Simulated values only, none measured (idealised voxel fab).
Process module, titled voxel wiring stack
Section shown: cut. Width: 195 nm. Cell size: 5 nm, square.
How to read a cross-section here: the picture is a grid of square cells, written as bands going from the top down, and any band can span one or more rows of cells. Heads up on the band format: heights come first, top then bottom, in nm. After that it's the materials left to right, each with its width in nm. A single material flagged "full width" fills the whole band edge to edge, and "air" means there's empty space there. Heights are expressed relative to 0, this being the level below which the as-received wafer comprises one material exclusively. The lowest band is unbounded in the downward direction and is denoted as in "top 0, no bottom". The two numbers in a width such as "30 to 40" mark its ends across the band: the first belongs to the top row of cells, the second to the bottom row, and from each row to the next the width moves by the same amount. Key: "left unchanged" - step with no changed cell in the cross-section. The list in "Fully sealed voids" covers empty spaces of 8 cells or more that cannot reach the top through any open way, and it gives each as width x height at distance; the distance is from the left edge, and width, height and distance are in nm. What comes after the settings on a step's line is commentary from the simulator itself on that step. overlay nm: right-of-plan distance of the mask on a masked step; negative values mean left-of-plan.

Set out below are the planned steps of the process:
1) RECEIVE with material Si
2) CONFORMAL_DEP with material SiO2, thk nm 10
3) CONFORMAL_DEP with material SiCN, thk nm 5
4) DIRECTIONAL_DEP with material SiO2, thk nm 15
5) PATTERN with tone open, mask id METAL_1, material resist, width nm 25, pitch nm 55, thk nm 15, overlay nm 0
6) DIRECTIONAL_ETCH with etch materials SiO2, depth nm 15
7) DIRECTIONAL_ETCH with etch materials SiCN, depth nm 5
8) STRIP with etch materials resist
9) CONFORMAL_DEP with material TiN, thk nm 5
10) FILL_DEP with material W, thk nm 5
11) CMP with height nm 30
12) CONFORMAL_DEP with material SiCN, thk nm 5
13) DIRECTIONAL_DEP with material lowk, thk nm 15
14) PATTERN with tone open, mask id PLUG_1, material resist, width nm 15, pitch nm 55, thk nm 15, overlay nm 0
15) DIRECTIONAL_ETCH with etch materials lowk, depth nm 15
16) DIRECTIONAL_ETCH with etch materials SiCN, depth nm 5
17) STRIP with etch materials resist
18) CONFORMAL_DEP with material TiN, thk nm 5
19) FILL_DEP with material Ru, thk nm 10
20) CMP with height nm 50
21) DIRECTIONAL_DEP with material TiN, thk nm 5
22) DIRECTIONAL_DEP with material W, thk nm 15
23) DIRECTIONAL_DEP with material aC, thk nm 10
24) PATTERN with tone cover, mask id METAL_2, material resist, width nm 25, pitch nm 55, thk nm 25, overlay nm 0
25) DIRECTIONAL_ETCH with etch materials aC, depth nm 10
26) STRIP with etch materials resist
27) DIRECTIONAL_ETCH with etch materials W, depth nm 15
28) DIRECTIONAL_ETCH with etch materials TiN, depth nm 5
29) STRIP with etch materials aC
30) CONFORMAL_DEP with material SiN, thk nm 5
31) FILL_DEP with material SiO2, thk nm 5
32) CMP with height nm 70
33) CONFORMAL_DEP with material SiCN, thk nm 5
34) DIRECTIONAL_DEP with material lowk, thk nm 25
35) MASKED_ETCH with tone open, mask id METAL_3_HOLES, width nm 15, etch materials lowk, depth nm 25, overlay nm 0
36) PATTERN with tone open, mask id METAL_3, material resist, width nm 25, pitch nm 55, thk nm 20, overlay nm 0
37) DIRECTIONAL_ETCH with etch materials lowk, depth nm 15
38) DIRECTIONAL_ETCH with etch materials SiCN, depth nm 5
39) STRIP with etch materials resist
40) CONFORMAL_DEP with material TiN, thk nm 5
41) FILL_DEP with material Cu, thk nm 10
42) CMP with height nm 100
43) CONFORMAL_DEP with material SiCN, thk nm 5

Wafer at receipt (post step 1), cross-section:
    top 0, no bottom  Si full width
    Fully sealed voids: none

What the wafer looks like in cross-section after this module, when it starts as shown above and follows the plan above but one mistake is made in running it:
    top 105, bottom 100  SiCN full width
    top 100, bottom 90  lowk: 55 | TiN: 5 | Cu: 5 | TiN: 5 | lowk: 125
    top 90, bottom 85  lowk: 55 | TiN: 15 | lowk: 125
    top 85, bottom 75  lowk full width
    top 75, bottom 70  SiCN full width
    top 70, bottom 55  SiO2: 50 | SiN: 5 | W: 25 | SiN: 5 | SiO2: 20 | SiN: 5 | W: 25 | SiN: 5 | SiO2: 55
    top 55, bottom 50  SiN: 55 | TiN: 25 | SiN: 30 | TiN: 25 | SiN: 60
    top 50, bottom 35  lowk: 55 | TiN: 5 | Ru: 5 | TiN: 5 | lowk: 40 | TiN: 5 | Ru: 5 | TiN: 5 | lowk: 70
    top 35, bottom 30  SiCN: 55 | TiN: 15 | SiCN: 40 | TiN: 15 | SiCN: 70
    top 30, bottom 15  SiO2: 55 | TiN: 5 | W: 15 | TiN: 5 | SiO2: 30 | TiN: 5 | W: 15 | TiN: 5 | SiO2: 60
    top 15, bottom 10  SiCN: 55 | TiN: 25 | SiCN: 30 | TiN: 25 | SiCN: 60
    top 10, bottom 0  SiO2 full width
    top 0, no bottom  Si full width
    Fully sealed voids: none
Where did the run depart from the plan? the plan's step 34 ran twice
